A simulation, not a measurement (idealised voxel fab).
The document below concerns the process module designated voxel self aligned vias.
The width of the displayed cross-section, cut, is 210 nm; its cells are square, with a size of 5 nm.
Bands, listed from the top down, are how a cross-section gets written in this document; the cross-section itself is a grid of square cells, and a band is one or more rows of them. This entry defines a band. It first specifies the height of the band's top and the height of its bottom in nm, and then specifies the band's materials from left to right, stating each material with its width in nm. The word "full width" identifies a single material that fills the band from edge to edge, while the word "air" identifies empty space. The reference from which all heights are counted is 0, the level beneath which the as-received wafer is entirely one material; the lowest band, having no lower bound, proceeds downward and is written after the example "0 -> down". Read "30..40" as a graded width: first number on top, second number at the bottom, same change between each pair of neighbouring rows. "all unchanged" after a step means that no cell of the cross-section changed. Closed-off voids of 8+ cells (no open route to the top) go in "Sealed void list", written width x height at distance from the left edge, in nm. Past the settings on a step's line: simulator remark, on that step. Each step line may optionally specify "overlay nm", which for a step with a mask gives the rightward distance between the mask's planned place and where it lay, a negative value indicating the leftward direction.
List of planned process steps
- 1: RECEIVE,material Si
- 2: CONFORMAL_DEP,material SiO2,thk nm 15
- 3: CONFORMAL_DEP,material SiCN,thk nm 5
- 4: DIRECTIONAL_DEP,material SiO2,thk nm 30
- 5: DIRECTIONAL_DEP,material aC,thk nm 15
- 6: PATTERN,tone open,mask id LINES,material resist,width nm 30,pitch nm 65,thk nm 30,overlay nm 0
- 7: DIRECTIONAL_ETCH,etch materials aC,depth nm 15
- 8: STRIP,etch materials resist
- 9: DIRECTIONAL_ETCH,etch materials SiO2,depth nm 30
- 10: STRIP,etch materials aC
- 11: CONFORMAL_DEP,material TiN,thk nm 5
- 12: FILL_DEP,material W,thk nm 10
- 13: CMP,height nm 50
- 14: SELECTIVE_ETCH,etch materials W Ru TiN,depth nm 5
- 15: FILL_DEP,material SiN,thk nm 10
- 16: CMP,height nm 50
- 17: DIRECTIONAL_DEP,material SiO2,thk nm 20
- 18: PATTERN,tone open,mask id VIAS,material resist,width nm 40,thk nm 15,overlay nm 0
- 19: DIRECTIONAL_ETCH,etch materials SiO2,depth nm 20
- 20: DIRECTIONAL_ETCH,etch materials SiN,depth nm 5
- 21: STRIP,etch materials resist
- 22: CONFORMAL_DEP,material TiN,thk nm 5
- 23: FILL_DEP,material Ru,thk nm 10
- 24: CMP,height nm 70
- 25: CONFORMAL_DEP,material SiN,thk nm 5
Delivered wafer in cross-section: state after step 1
> 0 -> down: Si full width
> Sealed void list: none
First of two wafers, end-of-module section, run followed plan
> 75 -> 70: SiN full width
> 70 -> 55: 50 SiO2 / 5 TiN / 30 Ru / 5 TiN / 120 SiO2
> 55 -> 50: 50 SiO2 / 10 TiN / 20 Ru / 10 TiN / 120 SiO2
> 50 -> 45: 55 SiO2 / 30 TiN / 35 SiO2 / 30 SiN / 60 SiO2
> 45 -> 25: 55 SiO2 / 5 TiN / 20 W / 5 TiN / 35 SiO2 / 5 TiN / 20 W / 5 TiN / 60 SiO2
> 25 -> 20: 55 SiO2 / 30 TiN / 35 SiO2 / 30 TiN / 60 SiO2
> 20 -> 15: SiCN full width
> 15 -> 0: SiO2 full width
> 0 -> down: Si full width
> Sealed void list: none
Wafer two (of two), end-of-module cross-section: start = wafer one, plan = wafer one, one run mistake
> 75 -> 70: SiN full width
> 70 -> 55: 50 SiO2 / 5 TiN / 30 Ru / 5 TiN / 120 SiO2
> 55 -> 50: 50 SiO2 / 20 TiN / 15 Ru / 5 TiN / 120 SiO2
> 50 -> 45: 65 SiO2 / 25 TiN / 5 SiN / 35 SiO2 / 30 SiN / 50 SiO2
> 45 -> 25: 65 SiO2 / 5 TiN / 20 W / 5 TiN / 35 SiO2 / 5 TiN / 20 W / 5 TiN / 50 SiO2
> 25 -> 20: 65 SiO2 / 30 TiN / 35 SiO2 / 30 TiN / 50 SiO2
> 20 -> 15: SiCN full width
> 15 -> 0: SiO2 full width
> 0 -> down: Si full width
> Sealed void list: none
Error vs. plan: step 6 did not happen as planned, as run it was PATTERN,tone open,mask id LINES,material resist,width nm 30,pitch nm 65,thk nm 30,overlay nm 10
The closing comparison, in cells, has the second wafer with more or fewer of some materials than the first: Ru -1 | SiN +1
